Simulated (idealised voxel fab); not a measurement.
The document below concerns the process module designated voxel double patterning.
cross-section cut | 160 nm wide | cells 5 nm
A cross-section is a grid of square cells, given in bands from the top down. A band is one or more rows of cells. This entry defines a band. It first specifies the height of the band's top and the height of its bottom in nm, and then specifies the band's materials from left to right, stating each material with its width in nm. The word "all across" identifies a single material that fills the band from edge to edge, while the word "air" identifies empty space. For the purposes of this specification, 0 denotes the height below which the wafer in its as-received condition is composed wholly of one material, and the lowermost band, lacking a lower limit, extends downward without end, as expressed in "0..down". Top row gets the first number, bottom row gets the second, and each row in between changes by the same step: that is how a band width like "30->40" works. You'll sometimes find "all unchanged" written for a step, and that's the way of saying that nowhere in the cross-section did a cell change during that step. "Closed void listing" lists enclosed empty spaces (at least 8 cells, no open path upward to the top), each as width x height at distance from the left edge, in nm. Read whatever lies past the settings on a step's line as the simulator's own remark about the step. Each step line may optionally specify "overlay nm", which for a step with a mask gives the rightward distance between the mask's planned place and where it lay, a negative value indicating the leftward direction. Note on reading: below, each pair holds a cross-section from before one process step and one from after it; the one from after shows only down to the lowest band that changed. Beneath the pair, the step in between is stated along with its settings. The pairs can stem from different runs of this module on the same starting wafer. Where a pair's entry headed "Structure before processing" says so, and only there, that pair continues from the pair above it.
# Structure before processing
> 65..40 = 70 nm resist / 20 nm air / 70 nm resist
> 40..35 = 45 nm aC / 15 nm resist / 35 nm aC / 15 nm resist / 50 nm aC
> 35..30 = aC all across
> 30..25 = 45 nm SiCN / 15 nm aC / 35 nm SiCN / 15 nm aC / 50 nm SiCN
> 25..5 = SiO2 all across
> 5..0 = SiN all across
> 0..down = Si all across
> Closed void listing: none
# Post-Step Snapshot
> 55..40 = 70 nm resist / 20 nm air / 70 nm resist
> 40..35 = 45 nm aC / 15 nm resist / 10 nm aC / 20 nm air / 5 nm aC / 15 nm resist / 50 nm aC
> 35..30 = 70 nm aC / 20 nm air / 70 nm aC
> No changes below 30.
> Closed void listing: none
Step applied between the pre-step and post-step cross-sections shown above: DIRECTIONAL_ETCH, etch materials aC, depth nm 10
Structure before processing: the after view from the pair directly above serves as the before view here.
# Post-Step Snapshot
> 40..35 = 45 nm aC / 15 nm air / 10 nm aC / 20 nm air / 5 nm aC / 15 nm air / 50 nm aC
> No changes below 35.
> Closed void listing: none
Step applied between the pre-step and post-step cross-sections shown above: STRIP, etch materials resist
Structure before processing: the after view from the pair directly above serves as the before view here.
# Post-Step Snapshot
> 40..35 = 45 nm aC / 15 nm air / 10 nm aC / 20 nm air / 5 nm aC / 15 nm air / 50 nm aC
> 35..30 = 70 nm aC / 20 nm air / 70 nm aC
> 30..25 = 45 nm SiCN / 15 nm aC / 10 nm SiCN / 20 nm air / 5 nm SiCN / 15 nm aC / 50 nm SiCN
> No changes below 25.
> Closed void listing: none
Step applied between the pre-step and post-step cross-sections shown above: DIRECTIONAL_ETCH, etch materials SiCN, depth nm 5
Structure before processing: the after view from the pair directly above serves as the before view here.
# Post-Step Snapshot
> 30..25 = 45 nm SiCN / 15 nm air / 10 nm SiCN / 20 nm air / 5 nm SiCN / 15 nm air / 50 nm SiCN
> No changes below 25.
> Closed void listing: none
Step applied between the pre-step and post-step cross-sections shown above: STRIP, etch materials aC
Structure before processing: the after view from the pair directly above serves as the before view here.
# Post-Step Snapshot
> 30..25 = 45 nm SiCN / 15 nm air / 10 nm SiCN / 20 nm air / 5 nm SiCN / 15 nm air / 50 nm SiCN
> 25..5 = 45 nm SiO2 / 15 nm air / 10 nm SiO2 / 20 nm air / 5 nm SiO2 / 15 nm air / 50 nm SiO2
> No changes below 5.
> Closed void listing: none
Step applied between the pre-step and post-step cross-sections shown above: DIRECTIONAL_ETCH, etch materials SiO2, depth nm 20
Structure before processing: the after view from the pair directly above serves as the before view here.
# Post-Step Snapshot
> 25..5 = 45 nm SiO2 / 15 nm air / 10 nm SiO2 / 20 nm air / 5 nm SiO2 / 15 nm air / 50 nm SiO2
> No changes below 5.
> Closed void listing: none
Step applied between the pre-step and post-step cross-sections shown above: STRIP, etch materials SiCN
# Structure before processing
> 45..30 = aC all across
> 30..25 = SiCN all across
> 25..5 = SiO2 all across
> 5..0 = SiN all across
> 0..down = Si all across
> Closed void listing: none
# Post-Step Snapshot
> 75..45 = 55 nm resist / 15 nm air / 35 nm resist / 15 nm air / 40 nm resist
> No changes below 45.
> Closed void listing: none
Step applied between the pre-step and post-step cross-sections shown above: PATTERN, tone open, mask id FIRST, material resist, width nm 15, pitch nm 50, thk nm 30, overlay nm 10
Structure before processing: the after view from the pair directly above serves as the before view here.
# Post-Step Snapshot
> 60..45 = 55 nm resist / 15 nm air / 35 nm resist / 15 nm air / 40 nm resist
> 45..30 = 55 nm aC / 15 nm air / 35 nm aC / 15 nm air / 40 nm aC
> No changes below 30.
> Closed void listing: none
Step applied between the pre-step and post-step cross-sections shown above: DIRECTIONAL_ETCH, etch materials aC, depth nm 15
Structure before processing: the after view from the pair directly above serves as the before view here.
# Post-Step Snapshot
> 45..30 = 55 nm aC / 15 nm air / 35 nm aC / 15 nm air / 40 nm aC
> No changes below 30.
> Closed void listing: none
Step applied between the pre-step and post-step cross-sections shown above: STRIP, etch materials resist
Structure before processing: the after view from the pair directly above serves as the before view here.
# Post-Step Snapshot
> 45..30 = 55 nm aC / 15 nm air / 35 nm aC / 15 nm air / 40 nm aC
> 30..25 = 55 nm SiCN / 15 nm air / 35 nm SiCN / 15 nm air / 40 nm SiCN
> No changes below 25.
> Closed void listing: none
Step applied between the pre-step and post-step cross-sections shown above: DIRECTIONAL_ETCH, etch materials SiCN, depth nm 5
Structure before processing: the after view from the pair directly above serves as the before view here.
# Post-Step Snapshot
> 30..25 = 55 nm SiCN / 15 nm air / 35 nm SiCN / 15 nm air / 40 nm SiCN
> No changes below 25.
> Closed void listing: none
Step applied between the pre-step and post-step cross-sections shown above: STRIP, etch materials aC
Structure before processing: the after view from the pair directly above serves as the before view here.
# Post-Step Snapshot
> 40..35 = 55 nm aC / 15 nm air / 35 nm aC / 15 nm air / 40 nm aC
> 35..30 = aC all across
> 30..25 = 55 nm SiCN / 15 nm aC / 35 nm SiCN / 15 nm aC / 40 nm SiCN
> No changes below 25.
> Closed void listing: none
Step applied between the pre-step and post-step cross-sections shown above: DIRECTIONAL_DEP, material aC, thk nm 10
Structure before processing: the after view from the pair directly above serves as the before view here.
# Post-Step Snapshot
> 65..40 = 70 nm resist / 15 nm air / 75 nm resist
> 40..35 = 55 nm aC / 15 nm resist / 35 nm aC / 15 nm resist / 40 nm aC
> No changes below 35.
> Closed void listing: none
Step applied between the pre-step and post-step cross-sections shown above: PATTERN, tone open, mask id SECOND, material resist, width nm 15, thk nm 25, overlay nm 0
Structure before processing: the after view from the pair directly above serves as the before view here.
# Post-Step Snapshot
> 55..40 = 70 nm resist / 15 nm air / 75 nm resist
> 40..35 = 55 nm aC / 15 nm resist / 15 nm air / 20 nm aC / 15 nm resist / 40 nm aC
> 35..30 = 70 nm aC / 15 nm air / 75 nm aC
> No changes below 30.
> Closed void listing: none
Step applied between the pre-step and post-step cross-sections shown above: DIRECTIONAL_ETCH, etch materials aC, depth nm 10
Structure before processing: the after view from the pair directly above serves as the before view here.
# Post-Step Snapshot
> 40..35 = 55 nm aC / 30 nm air / 20 nm aC / 15 nm air / 40 nm aC
> No changes below 35.
> Closed void listing: none
Step applied between the pre-step and post-step cross-sections shown above: STRIP, etch materials resist
Structure before processing: the after view from the pair directly above serves as the before view here.
# Post-Step Snapshot
> 40..35 = 55 nm aC / 30 nm air / 20 nm aC / 15 nm air / 40 nm aC
> 35..30 = 70 nm aC / 15 nm air / 75 nm aC
> 30..25 = 55 nm SiCN / 15 nm aC / 15 nm air / 20 nm SiCN / 15 nm aC / 40 nm SiCN
> No changes below 25.
> Closed void listing: none
Step applied between the pre-step and post-step cross-sections shown above: DIRECTIONAL_ETCH, etch materials SiCN, depth nm 5
Structure before processing: the after view from the pair directly above serves as the before view here.
# Post-Step Snapshot
> 30..25 = 55 nm SiCN / 30 nm air / 20 nm SiCN / 15 nm air / 40 nm SiCN
> No changes below 25.
> Closed void listing: none
Step applied between the pre-step and post-step cross-sections shown above: STRIP, etch materials aC
Structure before processing: the after view from the pair directly above serves as the before view here.
# Post-Step Snapshot
> 30..25 = 55 nm SiCN / 30 nm air / 20 nm SiCN / 15 nm air / 40 nm SiCN
> 25..5 = 55 nm SiO2 / 30 nm air / 20 nm SiO2 / 15 nm air / 40 nm SiO2
> No changes below 5.
> Closed void listing: none
Step applied between the pre-step and post-step cross-sections shown above: DIRECTIONAL_ETCH, etch materials SiO2, depth nm 20
Structure before processing: the after view from the pair directly above serves as the before view here.
# Post-Step Snapshot
> 25..5 = 55 nm SiO2 / 30 nm air / 20 nm SiO2 / 15 nm air / 40 nm SiO2
> No changes below 5.
> Closed void listing: none
Step applied between the pre-step and post-step cross-sections shown above: STRIP, etch materials SiCN
# Structure before processing
> 5..0 = SiN all across
> 0..down = Si all across
> Closed void listing: none
# Post-Step Snapshot
> 25..0 = SiN all across
> No changes below 0.
> Closed void listing: none
Step applied between the pre-step and post-step cross-sections shown above: DIRECTIONAL_DEP, material SiN, thk nm 20
Structure before processing: the after view from the pair directly above serves as the before view here.
# Post-Step Snapshot
> 30..25 = SiCN all across
> No changes below 25.
> Closed void listing: none
Step applied between the pre-step and post-step cross-sections shown above: DIRECTIONAL_DEP, material SiCN, thk nm 5
Structure before processing: the after view from the pair directly above serves as the before view here.
# Post-Step Snapshot
> 45..30 = aC all across
> No changes below 30.
> Closed void listing: none
Step applied between the pre-step and post-step cross-sections shown above: DIRECTIONAL_DEP, material aC, thk nm 15
Structure before processing: the after view from the pair directly above serves as the before view here.
# Post-Step Snapshot
> 75..45 = 45 nm resist / 15 nm air / 35 nm resist / 15 nm air / 50 nm resist
> No changes below 45.
> Closed void listing: none
Step applied between the pre-step and post-step cross-sections shown above: PATTERN, tone open, mask id FIRST, material resist, width nm 15, pitch nm 50, thk nm 30, overlay nm 0
Structure before processing: the after view from the pair directly above serves as the before view here.
# Post-Step Snapshot
> 60..45 = 45 nm resist / 15 nm air / 35 nm resist / 15 nm air / 50 nm resist
> 45..30 = 45 nm aC / 15 nm air / 35 nm aC / 15 nm air / 50 nm aC
> No changes below 30.
> Closed void listing: none
Step applied between the pre-step and post-step cross-sections shown above: DIRECTIONAL_ETCH, etch materials aC, depth nm 15
Structure before processing: the after view from the pair directly above serves as the before view here.
# Post-Step Snapshot
> 45..30 = 45 nm aC / 15 nm air / 35 nm aC / 15 nm air / 50 nm aC
> No changes below 30.
> Closed void listing: none
Step applied between the pre-step and post-step cross-sections shown above: STRIP, etch materials resist
Structure before processing: the after view from the pair directly above serves as the before view here.
# Post-Step Snapshot
> 45..30 = 45 nm aC / 15 nm air / 35 nm aC / 15 nm air / 50 nm aC
> 30..25 = 45 nm SiCN / 15 nm air / 35 nm SiCN / 15 nm air / 50 nm SiCN
> No changes below 25.
> Closed void listing: none
Step applied between the pre-step and post-step cross-sections shown above: DIRECTIONAL_ETCH, etch materials SiCN, depth nm 5
Structure before processing: the after view from the pair directly above serves as the before view here.
# Post-Step Snapshot
> 30..25 = 45 nm SiCN / 15 nm air / 35 nm SiCN / 15 nm air / 50 nm SiCN
> No changes below 25.
> Closed void listing: none
Step applied between the pre-step and post-step cross-sections shown above: STRIP, etch materials aC
Structure before processing: the after view from the pair directly above serves as the before view here.
# Post-Step Snapshot
> 40..35 = 45 nm aC / 15 nm air / 35 nm aC / 15 nm air / 50 nm aC
> 35..30 = aC all across
> 30..25 = 45 nm SiCN / 15 nm aC / 35 nm SiCN / 15 nm aC / 50 nm SiCN
> No changes below 25.
> Closed void listing: none
Step applied between the pre-step and post-step cross-sections shown above: DIRECTIONAL_DEP, material aC, thk nm 10
Structure before processing: the after view from the pair directly above serves as the before view here.
# Post-Step Snapshot
> 65..40 = 70 nm resist / 15 nm air / 75 nm resist
> 40..35 = 45 nm aC / 15 nm resist / 35 nm aC / 15 nm resist / 50 nm aC
> No changes below 35.
> Closed void listing: none
Step applied between the pre-step and post-step cross-sections shown above: PATTERN, tone open, mask id SECOND, material resist, width nm 15, thk nm 25, overlay nm 0
Structure before processing: the after view from the pair directly above serves as the before view here.
# Post-Step Snapshot
> 55..40 = 70 nm resist / 15 nm air / 75 nm resist
> 40..35 = 45 nm aC / 15 nm resist / 10 nm aC / 15 nm air / 10 nm aC / 15 nm resist / 50 nm aC
> 35..30 = 70 nm aC / 15 nm air / 75 nm aC
> No changes below 30.
> Closed void listing: none
Step applied between the pre-step and post-step cross-sections shown above: DIRECTIONAL_ETCH, etch materials aC, depth nm 10
Structure before processing: the after view from the pair directly above serves as the before view here.
# Post-Step Snapshot
> 40..35 = 45 nm aC / 15 nm air / 10 nm aC / 15 nm air / 10 nm aC / 15 nm air / 50 nm aC
> No changes below 35.
> Closed void listing: none
Step applied between the pre-step and post-step cross-sections shown above: STRIP, etch materials resist
Structure before processing: the after view from the pair directly above serves as the before view here.
# Post-Step Snapshot
> 40..35 = 45 nm aC / 15 nm air / 10 nm aC / 15 nm air / 10 nm aC / 15 nm air / 50 nm aC
> 35..30 = 70 nm aC / 15 nm air / 75 nm aC
> 30..25 = 45 nm SiCN / 15 nm aC / 10 nm SiCN / 15 nm air / 10 nm SiCN / 15 nm aC / 50 nm SiCN
> No changes below 25.
> Closed void listing: none
Step applied between the pre-step and post-step cross-sections shown above: DIRECTIONAL_ETCH, etch materials SiCN, depth nm 5
Structure before processing: the after view from the pair directly above serves as the before view here.
# Post-Step Snapshot
> 30..25 = 45 nm SiCN / 15 nm air / 10 nm SiCN / 15 nm air / 10 nm SiCN / 15 nm air / 50 nm SiCN
> No changes below 25.
> Closed void listing: none
Step applied between the pre-step and post-step cross-sections shown above: STRIP, etch materials aC
Structure before processing: the after view from the pair directly above serves as the before view here.
# Post-Step Snapshot
> 25..0 = SiN all across
> No changes below 0.
> Closed void listing: none
Step applied between the pre-step and post-step cross-sections shown above: STRIP, etch materials SiCN
# Structure before processing
> 40..35 = 45 nm aC / 15 nm air / 35 nm aC / 15 nm air / 50 nm aC
> 35..30 = aC all across
> 30..25 = 45 nm SiCN / 15 nm aC / 35 nm SiCN / 15 nm aC / 50 nm SiCN
> 25..5 = SiO2 all across
> 5..0 = SiN all across
> 0..down = Si all across
> Closed void listing: none
# Post-Step Snapshot
> 65..40 = 70 nm air / 15 nm resist / 75 nm air
> No changes below 40.
> Closed void listing: none
Step applied between the pre-step and post-step cross-sections shown above: PATTERN, tone cover, mask id SECOND, material resist, width nm 15, thk nm 25, overlay nm 0
Structure before processing: the after view from the pair directly above serves as the before view here.
# Post-Step Snapshot
> 55..40 = 70 nm air / 15 nm resist / 75 nm air
> 40..30 = 70 nm air / 15 nm aC / 75 nm air
> 30..25 = 45 nm SiCN / 15 nm air / 35 nm SiCN / 15 nm air / 50 nm SiCN
> No changes below 25.
> Closed void listing: none
Step applied between the pre-step and post-step cross-sections shown above: DIRECTIONAL_ETCH, etch materials aC, depth nm 10
Structure before processing: the after view from the pair directly above serves as the before view here.
# Post-Step Snapshot
> 40..30 = 70 nm air / 15 nm aC / 75 nm air
> No changes below 30.
> Closed void listing: none
Step applied between the pre-step and post-step cross-sections shown above: STRIP, etch materials resist
Structure before processing: the after view from the pair directly above serves as the before view here.
# Post-Step Snapshot
> 40..30 = 70 nm air / 15 nm aC / 75 nm air
> 30..25 = 70 nm air / 15 nm SiCN / 75 nm air
> No changes below 25.
> Closed void listing: none
Step applied between the pre-step and post-step cross-sections shown above: DIRECTIONAL_ETCH, etch materials SiCN, depth nm 5
Structure before processing: the after view from the pair directly above serves as the before view here.
# Post-Step Snapshot
> 30..25 = 70 nm air / 15 nm SiCN / 75 nm air
> No changes below 25.
> Closed void listing: none
Step applied between the pre-step and post-step cross-sections shown above: STRIP, etch materials aC
Structure before processing: the after view from the pair directly above serves as the before view here.
# Post-Step Snapshot
> 30..25 = 70 nm air / 15 nm SiCN / 75 nm air
> 25..5 = 70 nm air / 15 nm SiO2 / 75 nm air
> No changes below 5.
> Closed void listing: none
Step applied between the pre-step and post-step cross-sections shown above: DIRECTIONAL_ETCH, etch materials SiO2, depth nm 20
Structure before processing: the after view from the pair directly above serves as the before view here.
# Post-Step Snapshot
> 25..5 = 70 nm air / 15 nm SiO2 / 75 nm air
> No changes below 5.
> Closed void listing: none
Step applied between the pre-step and post-step cross-sections shown above: STRIP, etch materials SiCN
